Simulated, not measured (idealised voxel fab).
Title: Process Module voxel wiring stack
The cross-section on display is named cut; it measures 165 nm wide, and its cells are 5 nm squares.
Cross-section format: a grid of square cells, given as bands from top to bottom; each band is one or more rows of cells.
Top, bottom (nm), then materials left to right with widths (nm); lone material tagged "throughout" fills the whole band edge to edge; "empty" = empty space.
The reference from which all heights are counted is 0, the level beneath which the as-received wafer is entirely one material; the lowest band, having no lower bound, proceeds downward and is written after the example "from 0 down".
Note: "30..40" means the width goes from the first number (top row of the band) to the second number (bottom row) in equal steps per row of cells.
"all unchanged" after a step means that no cell of the cross-section changed.
Entry "Closed void entries". Content: empty spaces with no open connection to the top, size 8 cells or greater. Each: width x height at distance. Distance: from left edge. Unit: nm.
The remark found on a step's line after its settings is issued by the simulator itself and pertains to that step.
"overlay nm", when on a step's line for a step with a mask, measures how far to the right of its planned place the mask lay; a negative measure means to the left.
Pairs follow: section before one process step, section after it down to the lowest changed band, step with settings underneath. Pairs may come from different runs of this module on the same starting wafer; continuity with the pair above only as stated in the "Pre-process state" entry.
-- Pre-process state
> from 65 to 60 | TiN throughout
> from 60 to 45 | lowk 20 nm | Ru 15 nm | lowk 75 nm | Ru 15 nm | lowk 40 nm
> from 45 to 40 | SiCN 20 nm | Ru 15 nm | SiCN 75 nm | Ru 15 nm | SiCN 40 nm
> from 40 to 35 | TiN 25 nm | W 20 nm | TiN 25 nm | W 20 nm | TiN 25 nm | W 20 nm | TiN 30 nm
> from 35 to 15 | SiO2 20 nm | TiN 5 nm | W 20 nm | TiN 5 nm | SiO2 15 nm | TiN 5 nm | W 20 nm | TiN 5 nm | SiO2 15 nm | TiN 5 nm | W 20 nm | TiN 5 nm | SiO2 25 nm
> from 15 to 10 | SiO2 20 nm | TiN 30 nm | SiO2 15 nm | TiN 30 nm | SiO2 15 nm | TiN 30 nm | SiO2 25 nm
> from 10 to 0 | SiO2 throughout
> from 0 down | Si throughout
> Closed void entries: none
-- Sectional Result
> from 90 to 65 | W throughout
> Unchanged below 65.
> Closed void entries: none
The transition between the preceding cross-sections is accomplished by DIRECTIONAL_DEP, material W, thk nm 25
Pre-process state: The initial state for this step is given by the after cross-section of the immediately preceding pair.
-- Sectional Result
> from 90 to 65 | empty 20 nm | W 30 nm | empty 15 nm | W 30 nm | empty 15 nm | W 30 nm | empty 25 nm
> Unchanged below 65.
> Closed void entries: none
The transition between the preceding cross-sections is accomplished by MASKED_ETCH, tone cover, mask id METAL_2, width nm 30, pitch nm 45, etch materials W, depth nm 25, overlay nm 0
Pre-process state: The initial state for this step is given by the after cross-section of the immediately preceding pair.
-- Sectional Result
> from 90 to 65 | empty 20 nm | W 30 nm | empty 15 nm | W 30 nm | empty 15 nm | W 30 nm | empty 25 nm
> from 65 to 60 | empty 20 nm | TiN 30 nm | empty 15 nm | TiN 30 nm | empty 15 nm | TiN 30 nm | empty 25 nm
> Unchanged below 60.
> Closed void entries: none
The transition between the preceding cross-sections is accomplished by MASKED_ETCH, tone cover, mask id METAL_2, width nm 30, pitch nm 45, etch materials TiN, depth nm 5, overlay nm 0
Pre-process state: The initial state for this step is given by the after cross-section of the immediately preceding pair.
-- Sectional Result
> from 95 to 90 | empty 15 nm | SiCN 40 nm | empty 5 nm | SiCN 40 nm | empty 5 nm | SiCN 40 nm | empty 20 nm
> from 90 to 65 | empty 15 nm | SiCN 5 nm | W 30 nm | SiCN 5 nm | empty 5 nm | SiCN 5 nm | W 30 nm | SiCN 5 nm | empty 5 nm | SiCN 5 nm | W 30 nm | SiCN 5 nm | empty 20 nm
> from 65 to 60 | SiCN 20 nm | TiN 30 nm | SiCN 15 nm | TiN 30 nm | SiCN 15 nm | TiN 30 nm | SiCN 25 nm
> Unchanged below 60.
> Closed void entries: none
The transition between the preceding cross-sections is accomplished by CONFORMAL_DEP, material SiCN, thk nm 5
Pre-process state: The initial state for this step is given by the after cross-section of the immediately preceding pair.
-- Sectional Result
> from 100 to 95 | SiO2 throughout
> from 95 to 90 | SiO2 15 nm | SiCN 40 nm | SiO2 5 nm | SiCN 40 nm | SiO2 5 nm | SiCN 40 nm | SiO2 20 nm
> from 90 to 65 | SiO2 15 nm | SiCN 5 nm | W 30 nm | SiCN 5 nm | SiO2 5 nm | SiCN 5 nm | W 30 nm | SiCN 5 nm | SiO2 5 nm | SiCN 5 nm | W 30 nm | SiCN 5 nm | SiO2 20 nm
> Unchanged below 65.
> Closed void entries: none
The transition between the preceding cross-sections is accomplished by FILL_DEP, material SiO2, thk nm 5
Pre-process state: The initial state for this step is given by the after cross-section of the immediately preceding pair.
-- Sectional Result
> from 90 to 65 | SiO2 15 nm | SiCN 5 nm | W 30 nm | SiCN 5 nm | SiO2 5 nm | SiCN 5 nm | W 30 nm | SiCN 5 nm | SiO2 5 nm | SiCN 5 nm | W 30 nm | SiCN 5 nm | SiO2 20 nm
> Unchanged below 65.
> Closed void entries: none
The transition between the preceding cross-sections is accomplished by CMP, height nm 90
Pre-process state: The initial state for this step is given by the after cross-section of the immediately preceding pair.
-- Sectional Result
> from 95 to 90 | SiCN throughout
> Unchanged below 90.
> Closed void entries: none
The transition between the preceding cross-sections is accomplished by CONFORMAL_DEP, material SiCN, thk nm 5
Pre-process state: The initial state for this step is given by the after cross-section of the immediately preceding pair.
-- Sectional Result
> from 120 to 95 | lowk throughout
> Unchanged below 95.
> Closed void entries: none
The transition between the preceding cross-sections is accomplished by DIRECTIONAL_DEP, material lowk, thk nm 25
Pre-process state: The initial state for this step is given by the after cross-section of the immediately preceding pair.
-- Sectional Result
> from 135 to 120 | aC throughout
> Unchanged below 120.
> Closed void entries: none
The transition between the preceding cross-sections is accomplished by DIRECTIONAL_DEP, material aC, thk nm 15
Pre-process state: The initial state for this step is given by the after cross-section of the immediately preceding pair.
-- Sectional Result
> from 170 to 135 | resist 20 nm | empty 15 nm | resist 30 nm | empty 15 nm | resist 30 nm | empty 15 nm | resist 40 nm
> Unchanged below 135.
> Closed void entries: none
The transition between the preceding cross-sections is accomplished by PATTERN, tone open, mask id METAL_3_HOLES, material resist, width nm 15, pitch nm 45, thk nm 35, overlay nm 0
Pre-process state: The initial state for this step is given by the after cross-section of the immediately preceding pair.
-- Sectional Result
> from 155 to 135 | resist 20 nm | empty 15 nm | resist 30 nm | empty 15 nm | resist 30 nm | empty 15 nm | resist 40 nm
> from 135 to 120 | aC 20 nm | empty 15 nm | aC 30 nm | empty 15 nm | aC 30 nm | empty 15 nm | aC 40 nm
> Unchanged below 120.
> Closed void entries: none
The transition between the preceding cross-sections is accomplished by DIRECTIONAL_ETCH, etch materials aC, depth nm 15
Pre-process state: The initial state for this step is given by the after cross-section of the immediately preceding pair.
-- Sectional Result
> from 135 to 120 | aC 20 nm | empty 15 nm | aC 30 nm | empty 15 nm | aC 30 nm | empty 15 nm | aC 40 nm
> Unchanged below 120.
> Closed void entries: none
The transition between the preceding cross-sections is accomplished by STRIP, etch materials resist
Pre-process state: The initial state for this step is given by the after cross-section of the immediately preceding pair.
-- Sectional Result
> from 135 to 120 | aC 20 nm | empty 15 nm | aC 30 nm | empty 15 nm | aC 30 nm | empty 15 nm | aC 40 nm
> from 120 to 95 | lowk 20 nm | empty 15 nm | lowk 30 nm | empty 15 nm | lowk 30 nm | empty 15 nm | lowk 40 nm
> Unchanged below 95.
> Closed void entries: none
The transition between the preceding cross-sections is accomplished by DIRECTIONAL_ETCH, etch materials lowk, depth nm 25
Pre-process state: The initial state for this step is given by the after cross-section of the immediately preceding pair.
-- Sectional Result
> from 120 to 95 | lowk 20 nm | empty 15 nm | lowk 30 nm | empty 15 nm | lowk 30 nm | empty 15 nm | lowk 40 nm
> Unchanged below 95.
> Closed void entries: none
The transition between the preceding cross-sections is accomplished by STRIP, etch materials aC
Pre-process state: The initial state for this step is given by the after cross-section of the immediately preceding pair.
-- Sectional Result
> from 135 to 120 | resist 20 nm | empty 30 nm | resist 15 nm | empty 30 nm | resist 15 nm | empty 30 nm | resist 25 nm
> Unchanged below 120.
> Closed void entries: none
The transition between the preceding cross-sections is accomplished by PATTERN, tone open, mask id METAL_3, material resist, width nm 30, pitch nm 45, thk nm 15, overlay nm 0
Pre-process state: The initial state for this step is given by the after cross-section of the immediately preceding pair.
-- Sectional Result
> from 135 to 120 | resist 20 nm | empty 30 nm | resist 15 nm | empty 30 nm | resist 15 nm | empty 30 nm | resist 25 nm
> from 120 to 105 | lowk 20 nm | empty 30 nm | lowk 15 nm | empty 30 nm | lowk 15 nm | empty 30 nm | lowk 25 nm
> Unchanged below 105.
> Closed void entries: none
The transition between the preceding cross-sections is accomplished by DIRECTIONAL_ETCH, etch materials lowk, depth nm 15
Pre-process state: The initial state for this step is given by the after cross-section of the immediately preceding pair.
-- Sectional Result
> from 135 to 120 | resist 20 nm | empty 30 nm | resist 15 nm | empty 30 nm | resist 15 nm | empty 30 nm | resist 25 nm
> from 120 to 105 | lowk 20 nm | empty 30 nm | lowk 15 nm | empty 30 nm | lowk 15 nm | empty 30 nm | lowk 25 nm
> from 105 to 95 | lowk 20 nm | empty 15 nm | lowk 30 nm | empty 15 nm | lowk 30 nm | empty 15 nm | lowk 40 nm
> from 95 to 90 | SiCN 20 nm | empty 15 nm | SiCN 30 nm | empty 15 nm | SiCN 30 nm | empty 15 nm | SiCN 40 nm
> Unchanged below 90.
> Closed void entries: none
The transition between the preceding cross-sections is accomplished by DIRECTIONAL_ETCH, etch materials SiCN, depth nm 5
Pre-process state: The initial state for this step is given by the after cross-section of the immediately preceding pair.
-- Sectional Result
> from 120 to 105 | lowk 20 nm | empty 30 nm | lowk 15 nm | empty 30 nm | lowk 15 nm | empty 30 nm | lowk 25 nm
> Unchanged below 105.
> Closed void entries: none
The transition between the preceding cross-sections is accomplished by STRIP, etch materials resist
Pre-process state: The initial state for this step is given by the after cross-section of the immediately preceding pair.
-- Sectional Result
> from 125 to 120 | TiN 25 nm | empty 20 nm | TiN 25 nm | empty 20 nm | TiN 25 nm | empty 20 nm | TiN 30 nm
> from 120 to 110 | lowk 20 nm | TiN 5 nm | empty 20 nm | TiN 5 nm | lowk 15 nm | TiN 5 nm | empty 20 nm | TiN 5 nm | lowk 15 nm | TiN 5 nm | empty 20 nm | TiN 5 nm | lowk 25 nm
> from 110 to 105 | lowk 20 nm | TiN 5 nm | empty 5 nm | TiN 20 nm | lowk 15 nm | TiN 5 nm | empty 5 nm | TiN 20 nm | lowk 15 nm | TiN 5 nm | empty 5 nm | TiN 20 nm | lowk 25 nm
> from 105 to 95 | lowk 20 nm | TiN 5 nm | empty 5 nm | TiN 5 nm | lowk 30 nm | TiN 5 nm | empty 5 nm | TiN 5 nm | lowk 30 nm | TiN 5 nm | empty 5 nm | TiN 5 nm | lowk 40 nm
> from 95 to 90 | SiCN 20 nm | TiN 15 nm | SiCN 30 nm | TiN 15 nm | SiCN 30 nm | TiN 15 nm | SiCN 40 nm
> Unchanged below 90.
> Closed void entries: none
The transition between the preceding cross-sections is accomplished by CONFORMAL_DEP, material TiN, thk nm 5
Pre-process state: The initial state for this step is given by the after cross-section of the immediately preceding pair.
-- Sectional Result
> from 130 to 125 | Cu throughout
> from 125 to 120 | TiN 25 nm | Cu 20 nm | TiN 25 nm | Cu 20 nm | TiN 25 nm | Cu 20 nm | TiN 30 nm
> from 120 to 110 | lowk 20 nm | TiN 5 nm | Cu 20 nm | TiN 5 nm | lowk 15 nm | TiN 5 nm | Cu 20 nm | TiN 5 nm | lowk 15 nm | TiN 5 nm | Cu 20 nm | TiN 5 nm | lowk 25 nm
> from 110 to 105 | lowk 20 nm | TiN 5 nm | Cu 5 nm | TiN 20 nm | lowk 15 nm | TiN 5 nm | Cu 5 nm | TiN 20 nm | lowk 15 nm | TiN 5 nm | Cu 5 nm | TiN 20 nm | lowk 25 nm
> from 105 to 95 | lowk 20 nm | TiN 5 nm | Cu 5 nm | TiN 5 nm | lowk 30 nm | TiN 5 nm | Cu 5 nm | TiN 5 nm | lowk 30 nm | TiN 5 nm | Cu 5 nm | TiN 5 nm | lowk 40 nm
> Unchanged below 95.
> Closed void entries: none
The transition between the preceding cross-sections is accomplished by FILL_DEP, material Cu, thk nm 5
Pre-process state: The initial state for this step is given by the after cross-section of the immediately preceding pair.
-- Sectional Result
> from 120 to 110 | lowk 20 nm | TiN 5 nm | Cu 20 nm | TiN 5 nm | lowk 15 nm | TiN 5 nm | Cu 20 nm | TiN 5 nm | lowk 15 nm | TiN 5 nm | Cu 20 nm | TiN 5 nm | lowk 25 nm
> Unchanged below 110.
> Closed void entries: none
The transition between the preceding cross-sections is accomplished by CMP, height nm 120
Pre-process state: The initial state for this step is given by the after cross-section of the immediately preceding pair.
-- Sectional Result
> from 125 to 120 | SiCN throughout
> Unchanged below 120.
> Closed void entries: none
The transition between the preceding cross-sections is accomplished by CONFORMAL_DEP, material SiCN, thk nm 5
-- Pre-process state
> from 60 to 45 | lowk throughout
> from 45 to 40 | SiCN throughout
> from 40 to 15 | SiO2 20 nm | TiN 5 nm | W 20 nm | TiN 5 nm | SiO2 15 nm | TiN 5 nm | W 20 nm | TiN 5 nm | SiO2 15 nm | TiN 5 nm | W 20 nm | TiN 5 nm | SiO2 25 nm
> from 15 to 10 | SiCN 20 nm | TiN 30 nm | SiCN 15 nm | TiN 30 nm | SiCN 15 nm | TiN 30 nm | SiCN 25 nm
> from 10 to 0 | SiO2 throughout
> from 0 down | Si throughout
> Closed void entries: none
-- Sectional Result
> from 75 to 45 | lowk throughout
> Unchanged below 45.
> Closed void entries: none
The transition between the preceding cross-sections is accomplished by DIRECTIONAL_DEP, material lowk, thk nm 15
Pre-process state: The initial state for this step is given by the after cross-section of the immediately preceding pair.
-- Sectional Result
> from 90 to 75 | aC throughout
> Unchanged below 75.
> Closed void entries: none
The transition between the preceding cross-sections is accomplished by DIRECTIONAL_DEP, material aC, thk nm 15
Pre-process state: The initial state for this step is given by the after cross-section of the immediately preceding pair.
-- Sectional Result
> from 125 to 90 | resist 20 nm | empty 15 nm | resist 75 nm | empty 15 nm | resist 40 nm
> Unchanged below 90.
> Closed void entries: none
The transition between the preceding cross-sections is accomplished by PATTERN, tone open, mask id PLUG_1, material resist, width nm 15, pitch nm 90, thk nm 35, overlay nm 0
Pre-process state: The initial state for this step is given by the after cross-section of the immediately preceding pair.
-- Sectional Result
> from 110 to 90 | resist 20 nm | empty 15 nm | resist 75 nm | empty 15 nm | resist 40 nm
> from 90 to 75 | aC 20 nm | empty 15 nm | aC 75 nm | empty 15 nm | aC 40 nm
> Unchanged below 75.
> Closed void entries: none
The transition between the preceding cross-sections is accomplished by DIRECTIONAL_ETCH, etch materials aC, depth nm 15
Pre-process state: The initial state for this step is given by the after cross-section of the immediately preceding pair.
-- Sectional Result
> from 90 to 75 | aC 20 nm | empty 15 nm | aC 75 nm | empty 15 nm | aC 40 nm
> Unchanged below 75.
> Closed void entries: none
The transition between the preceding cross-sections is accomplished by STRIP, etch materials resist
Pre-process state: The initial state for this step is given by the after cross-section of the immediately preceding pair.
-- Sectional Result
> from 90 to 75 | aC 20 nm | empty 15 nm | aC 75 nm | empty 15 nm | aC 40 nm
> from 75 to 60 | lowk 20 nm | empty 15 nm | lowk 75 nm | empty 15 nm | lowk 40 nm
> Unchanged below 60.
> Closed void entries: none
The transition between the preceding cross-sections is accomplished by DIRECTIONAL_ETCH, etch materials lowk, depth nm 15
Pre-process state: The initial state for this step is given by the after cross-section of the immediately preceding pair.
-- Sectional Result
> from 75 to 60 | lowk 20 nm | empty 15 nm | lowk 75 nm | empty 15 nm | lowk 40 nm
> Unchanged below 60.
> Closed void entries: none
The transition between the preceding cross-sections is accomplished by STRIP, etch materials aC
Pre-process state: The initial state for this step is given by the after cross-section of the immediately preceding pair.
-- Sectional Result
> from 80 to 75 | TiN 20 nm | empty 15 nm | TiN 75 nm | empty 15 nm | TiN 40 nm
> from 75 to 65 | lowk 20 nm | empty 15 nm | lowk 75 nm | empty 15 nm | lowk 40 nm
> from 65 to 60 | lowk 20 nm | TiN 15 nm | lowk 75 nm | TiN 15 nm | lowk 40 nm
> Unchanged below 60.
> Closed void entries: none
The transition between the preceding cross-sections is accomplished by DIRECTIONAL_DEP, material TiN, thk nm 5
Pre-process state: The initial state for this step is given by the after cross-section of the immediately preceding pair.
-- Sectional Result
> from 105 to 90 | W 20 nm | empty 15 nm | W 75 nm | empty 15 nm | W 40 nm
> from 90 to 80 | W throughout
> from 80 to 75 | TiN 20 nm | W 15 nm | TiN 75 nm | W 15 nm | TiN 40 nm
> from 75 to 65 | lowk 20 nm | W 15 nm | lowk 75 nm | W 15 nm | lowk 40 nm
> Unchanged below 65.
> Closed void entries: none
The transition between the preceding cross-sections is accomplished by DIRECTIONAL_DEP, material W, thk nm 25
Pre-process state: The initial state for this step is given by the after cross-section of the immediately preceding pair.
-- Sectional Result
> from 105 to 90 | empty 35 nm | W 15 nm | empty 15 nm | W 30 nm | empty 30 nm | W 15 nm | empty 25 nm
> from 90 to 80 | empty 20 nm | W 30 nm | empty 15 nm | W 30 nm | empty 15 nm | W 30 nm | empty 25 nm
> Unchanged below 80.
> Closed void entries: none
The transition between the preceding cross-sections is accomplished by MASKED_ETCH, tone cover, mask id METAL_2, width nm 30, pitch nm 45, etch materials W, depth nm 25, overlay nm 0
Pre-process state: The initial state for this step is given by the after cross-section of the immediately preceding pair.
-- Sectional Result
> from 105 to 90 | empty 35 nm | W 15 nm | empty 15 nm | W 30 nm | empty 30 nm | W 15 nm | empty 25 nm
> from 90 to 80 | empty 20 nm | W 30 nm | empty 15 nm | W 30 nm | empty 15 nm | W 30 nm | empty 25 nm
> from 80 to 75 | empty 20 nm | W 15 nm | TiN 15 nm | empty 15 nm | TiN 30 nm | empty 15 nm | W 15 nm | TiN 15 nm | empty 25 nm
> Unchanged below 75.
> Closed void entries: none
The transition between the preceding cross-sections is accomplished by MASKED_ETCH, tone cover, mask id METAL_2, width nm 30, pitch nm 45, etch materials TiN, depth nm 5, overlay nm 0
Pre-process state: The initial state for this step is given by the after cross-section of the immediately preceding pair.
-- Sectional Result
> from 110 to 105 | empty 30 nm | SiCN 25 nm | empty 5 nm | SiCN 40 nm | empty 20 nm | SiCN 25 nm | empty 20 nm
> from 105 to 95 | empty 30 nm | SiCN 5 nm | W 15 nm | SiCN 5 nm | empty 5 nm | SiCN 5 nm | W 30 nm | SiCN 5 nm | empty 20 nm | SiCN 5 nm | W 15 nm | SiCN 5 nm | empty 20 nm
> from 95 to 90 | empty 15 nm | SiCN 20 nm | W 15 nm | SiCN 5 nm | empty 5 nm | SiCN 5 nm | W 30 nm | SiCN 5 nm | empty 5 nm | SiCN 20 nm | W 15 nm | SiCN 5 nm | empty 20 nm
> from 90 to 80 | empty 15 nm | SiCN 5 nm | W 30 nm | SiCN 5 nm | empty 5 nm | SiCN 5 nm | W 30 nm | SiCN 5 nm | empty 5 nm | SiCN 5 nm | W 30 nm | SiCN 5 nm | empty 20 nm
> from 80 to 75 | SiCN 20 nm | W 15 nm | TiN 15 nm | SiCN 15 nm | TiN 30 nm | SiCN 15 nm | W 15 nm | TiN 15 nm | SiCN 25 nm
> Unchanged below 75.
> Closed void entries: none
The transition between the preceding cross-sections is accomplished by CONFORMAL_DEP, material SiCN, thk nm 5
Pre-process state: The initial state for this step is given by the after cross-section of the immediately preceding pair.
-- Sectional Result
> from 115 to 110 | SiO2 throughout
> from 110 to 105 | SiO2 30 nm | SiCN 25 nm | SiO2 5 nm | SiCN 40 nm | SiO2 20 nm | SiCN 25 nm | SiO2 20 nm
> from 105 to 95 | SiO2 30 nm | SiCN 5 nm | W 15 nm | SiCN 5 nm | SiO2 5 nm | SiCN 5 nm | W 30 nm | SiCN 5 nm | SiO2 20 nm | SiCN 5 nm | W 15 nm | SiCN 5 nm | SiO2 20 nm
> from 95 to 90 | SiO2 15 nm | SiCN 20 nm | W 15 nm | SiCN 5 nm | SiO2 5 nm | SiCN 5 nm | W 30 nm | SiCN 5 nm | SiO2 5 nm | SiCN 20 nm | W 15 nm | SiCN 5 nm | SiO2 20 nm
> from 90 to 80 | SiO2 15 nm | SiCN 5 nm | W 30 nm | SiCN 5 nm | SiO2 5 nm | SiCN 5 nm | W 30 nm | SiCN 5 nm | SiO2 5 nm | SiCN 5 nm | W 30 nm | SiCN 5 nm | SiO2 20 nm
> Unchanged below 80.
> Closed void entries: none
The transition between the preceding cross-sections is accomplished by FILL_DEP, material SiO2, thk nm 5
Pre-process state: The initial state for this step is given by the after cross-section of the immediately preceding pair.
-- Sectional Result
> from 90 to 80 | SiO2 15 nm | SiCN 5 nm | W 30 nm | SiCN 5 nm | SiO2 5 nm | SiCN 5 nm | W 30 nm | SiCN 5 nm | SiO2 5 nm | SiCN 5 nm | W 30 nm | SiCN 5 nm | SiO2 20 nm
> Unchanged below 80.
> Closed void entries: none
The transition between the preceding cross-sections is accomplished by CMP, height nm 90
Pre-process state: The initial state for this step is given by the after cross-section of the immediately preceding pair.
-- Sectional Result
> from 95 to 90 | SiCN throughout
> Unchanged below 90.
> Closed void entries: none
The transition between the preceding cross-sections is accomplished by CONFORMAL_DEP, material SiCN, thk nm 5
Pre-process state: The initial state for this step is given by the after cross-section of the immediately preceding pair.
-- Sectional Result
> from 120 to 95 | lowk throughout
> Unchanged below 95.
> Closed void entries: none
The transition between the preceding cross-sections is accomplished by DIRECTIONAL_DEP, material lowk, thk nm 25
Pre-process state: The initial state for this step is given by the after cross-section of the immediately preceding pair.
-- Sectional Result
> from 135 to 120 | aC throughout
> Unchanged below 120.
> Closed void entries: none
The transition between the preceding cross-sections is accomplished by DIRECTIONAL_DEP, material aC, thk nm 15
Pre-process state: The initial state for this step is given by the after cross-section of the immediately preceding pair.
-- Sectional Result
> from 170 to 135 | resist 20 nm | empty 15 nm | resist 30 nm | empty 15 nm | resist 30 nm | empty 15 nm | resist 40 nm
> Unchanged below 135.
> Closed void entries: none
The transition between the preceding cross-sections is accomplished by PATTERN, tone open, mask id METAL_3_HOLES, material resist, width nm 15, pitch nm 45, thk nm 35, overlay nm 0
Pre-process state: The initial state for this step is given by the after cross-section of the immediately preceding pair.
-- Sectional Result
> from 155 to 135 | resist 20 nm | empty 15 nm | resist 30 nm | empty 15 nm | resist 30 nm | empty 15 nm | resist 40 nm
> from 135 to 120 | aC 20 nm | empty 15 nm | aC 30 nm | empty 15 nm | aC 30 nm | empty 15 nm | aC 40 nm
> Unchanged below 120.
> Closed void entries: none
The transition between the preceding cross-sections is accomplished by DIRECTIONAL_ETCH, etch materials aC, depth nm 15
Pre-process state: The initial state for this step is given by the after cross-section of the immediately preceding pair.
-- Sectional Result
> from 135 to 120 | aC 20 nm | empty 15 nm | aC 30 nm | empty 15 nm | aC 30 nm | empty 15 nm | aC 40 nm
> Unchanged below 120.
> Closed void entries: none
The transition between the preceding cross-sections is accomplished by STRIP, etch materials resist
Pre-process state: The initial state for this step is given by the after cross-section of the immediately preceding pair.
-- Sectional Result
> from 135 to 120 | aC 20 nm | empty 15 nm | aC 30 nm | empty 15 nm | aC 30 nm | empty 15 nm | aC 40 nm
> from 120 to 95 | lowk 20 nm | empty 15 nm | lowk 30 nm | empty 15 nm | lowk 30 nm | empty 15 nm | lowk 40 nm
> Unchanged below 95.
> Closed void entries: none
The transition between the preceding cross-sections is accomplished by DIRECTIONAL_ETCH, etch materials lowk, depth nm 25
Pre-process state: The initial state for this step is given by the after cross-section of the immediately preceding pair.
-- Sectional Result
> from 120 to 95 | lowk 20 nm | empty 15 nm | lowk 30 nm | empty 15 nm | lowk 30 nm | empty 15 nm | lowk 40 nm
> Unchanged below 95.
> Closed void entries: none
The transition between the preceding cross-sections is accomplished by STRIP, etch materials aC
Pre-process state: The initial state for this step is given by the after cross-section of the immediately preceding pair.
-- Sectional Result
> from 135 to 120 | resist 20 nm | empty 30 nm | resist 15 nm | empty 30 nm | resist 15 nm | empty 30 nm | resist 25 nm
> Unchanged below 120.
> Closed void entries: none
The transition between the preceding cross-sections is accomplished by PATTERN, tone open, mask id METAL_3, material resist, width nm 30, pitch nm 45, thk nm 15, overlay nm 0
Pre-process state: The initial state for this step is given by the after cross-section of the immediately preceding pair.
-- Sectional Result
> from 135 to 120 | resist 20 nm | empty 30 nm | resist 15 nm | empty 30 nm | resist 15 nm | empty 30 nm | resist 25 nm
> from 120 to 105 | lowk 20 nm | empty 30 nm | lowk 15 nm | empty 30 nm | lowk 15 nm | empty 30 nm | lowk 25 nm
> Unchanged below 105.
> Closed void entries: none
The transition between the preceding cross-sections is accomplished by DIRECTIONAL_ETCH, etch materials lowk, depth nm 15
Pre-process state: The initial state for this step is given by the after cross-section of the immediately preceding pair.
-- Sectional Result
> from 135 to 120 | resist 20 nm | empty 30 nm | resist 15 nm | empty 30 nm | resist 15 nm | empty 30 nm | resist 25 nm
> from 120 to 105 | lowk 20 nm | empty 30 nm | lowk 15 nm | empty 30 nm | lowk 15 nm | empty 30 nm | lowk 25 nm
> from 105 to 95 | lowk 20 nm | empty 15 nm | lowk 30 nm | empty 15 nm | lowk 30 nm | empty 15 nm | lowk 40 nm
> from 95 to 90 | SiCN 20 nm | empty 15 nm | SiCN 30 nm | empty 15 nm | SiCN 30 nm | empty 15 nm | SiCN 40 nm
> Unchanged below 90.
> Closed void entries: none
The transition between the preceding cross-sections is accomplished by DIRECTIONAL_ETCH, etch materials SiCN, depth nm 5
Pre-process state: The initial state for this step is given by the after cross-section of the immediately preceding pair.
-- Sectional Result
> from 120 to 105 | lowk 20 nm | empty 30 nm | lowk 15 nm | empty 30 nm | lowk 15 nm | empty 30 nm | lowk 25 nm
> Unchanged below 105.
> Closed void entries: none
The transition between the preceding cross-sections is accomplished by STRIP, etch materials resist
Pre-process state: The initial state for this step is given by the after cross-section of the immediately preceding pair.
-- Sectional Result
> from 125 to 120 | TiN 25 nm | empty 20 nm | TiN 25 nm | empty 20 nm | TiN 25 nm | empty 20 nm | TiN 30 nm
> from 120 to 110 | lowk 20 nm | TiN 5 nm | empty 20 nm | TiN 5 nm | lowk 15 nm | TiN 5 nm | empty 20 nm | TiN 5 nm | lowk 15 nm | TiN 5 nm | empty 20 nm | TiN 5 nm | lowk 25 nm
> from 110 to 105 | lowk 20 nm | TiN 5 nm | empty 5 nm | TiN 20 nm | lowk 15 nm | TiN 5 nm | empty 5 nm | TiN 20 nm | lowk 15 nm | TiN 5 nm | empty 5 nm | TiN 20 nm | lowk 25 nm
> from 105 to 95 | lowk 20 nm | TiN 5 nm | empty 5 nm | TiN 5 nm | lowk 30 nm | TiN 5 nm | empty 5 nm | TiN 5 nm | lowk 30 nm | TiN 5 nm | empty 5 nm | TiN 5 nm | lowk 40 nm
> from 95 to 90 | SiCN 20 nm | TiN 15 nm | SiCN 30 nm | TiN 15 nm | SiCN 30 nm | TiN 15 nm | SiCN 40 nm
> Unchanged below 90.
> Closed void entries: none
The transition between the preceding cross-sections is accomplished by CONFORMAL_DEP, material TiN, thk nm 5
Pre-process state: The initial state for this step is given by the after cross-section of the immediately preceding pair.
-- Sectional Result
> from 130 to 125 | Cu throughout
> from 125 to 120 | TiN 25 nm | Cu 20 nm | TiN 25 nm | Cu 20 nm | TiN 25 nm | Cu 20 nm | TiN 30 nm
> from 120 to 110 | lowk 20 nm | TiN 5 nm | Cu 20 nm | TiN 5 nm | lowk 15 nm | TiN 5 nm | Cu 20 nm | TiN 5 nm | lowk 15 nm | TiN 5 nm | Cu 20 nm | TiN 5 nm | lowk 25 nm
> from 110 to 105 | lowk 20 nm | TiN 5 nm | Cu 5 nm | TiN 20 nm | lowk 15 nm | TiN 5 nm | Cu 5 nm | TiN 20 nm | lowk 15 nm | TiN 5 nm | Cu 5 nm | TiN 20 nm | lowk 25 nm
> from 105 to 95 | lowk 20 nm | TiN 5 nm | Cu 5 nm | TiN 5 nm | lowk 30 nm | TiN 5 nm | Cu 5 nm | TiN 5 nm | lowk 30 nm | TiN 5 nm | Cu 5 nm | TiN 5 nm | lowk 40 nm
> Unchanged below 95.
> Closed void entries: none
The transition between the preceding cross-sections is accomplished by FILL_DEP, material Cu, thk nm 5
Pre-process state: The initial state for this step is given by the after cross-section of the immediately preceding pair.
-- Sectional Result
> from 120 to 110 | lowk 20 nm | TiN 5 nm | Cu 20 nm | TiN 5 nm | lowk 15 nm | TiN 5 nm | Cu 20 nm | TiN 5 nm | lowk 15 nm | TiN 5 nm | Cu 20 nm | TiN 5 nm | lowk 25 nm
> Unchanged below 110.
> Closed void entries: none
The transition between the preceding cross-sections is accomplished by CMP, height nm 120
Pre-process state: The initial state for this step is given by the after cross-section of the immediately preceding pair.
-- Sectional Result
> from 125 to 120 | SiCN throughout
> Unchanged below 120.
> Closed void entries: none
The transition between the preceding cross-sections is accomplished by CONFORMAL_DEP, material SiCN, thk nm 5
-- Pre-process state
> from 35 to 0 | SiO2 throughout
> from 0 down | Si throughout
> Closed void entries: none
-- Sectional Result
> from 40 to 35 | SiCN throughout
> Unchanged below 35.
> Closed void entries: none
The transition between the preceding cross-sections is accomplished by CONFORMAL_DEP, material SiCN, thk nm 5
Pre-process state: The initial state for this step is given by the after cross-section of the immediately preceding pair.
-- Sectional Result
> from 50 to 40 | aC throughout
> Unchanged below 40.
> Closed void entries: none
The transition between the preceding cross-sections is accomplished by DIRECTIONAL_DEP, material aC, thk nm 10
Pre-process state: The initial state for this step is given by the after cross-section of the immediately preceding pair.
-- Sectional Result
> from 75 to 50 | resist 20 nm | empty 30 nm | resist 15 nm | empty 30 nm | resist 15 nm | empty 30 nm | resist 25 nm
> Unchanged below 50.
> Closed void entries: none
The transition between the preceding cross-sections is accomplished by PATTERN, tone open, mask id METAL_1, material resist, width nm 30, pitch nm 45, thk nm 25, overlay nm 0
Pre-process state: The initial state for this step is given by the after cross-section of the immediately preceding pair.
-- Sectional Result
> from 65 to 50 | resist 20 nm | empty 30 nm | resist 15 nm | empty 30 nm | resist 15 nm | empty 30 nm | resist 25 nm
> from 50 to 40 | aC 20 nm | empty 30 nm | aC 15 nm | empty 30 nm | aC 15 nm | empty 30 nm | aC 25 nm
> Unchanged below 40.
> Closed void entries: none
The transition between the preceding cross-sections is accomplished by DIRECTIONAL_ETCH, etch materials aC, depth nm 10
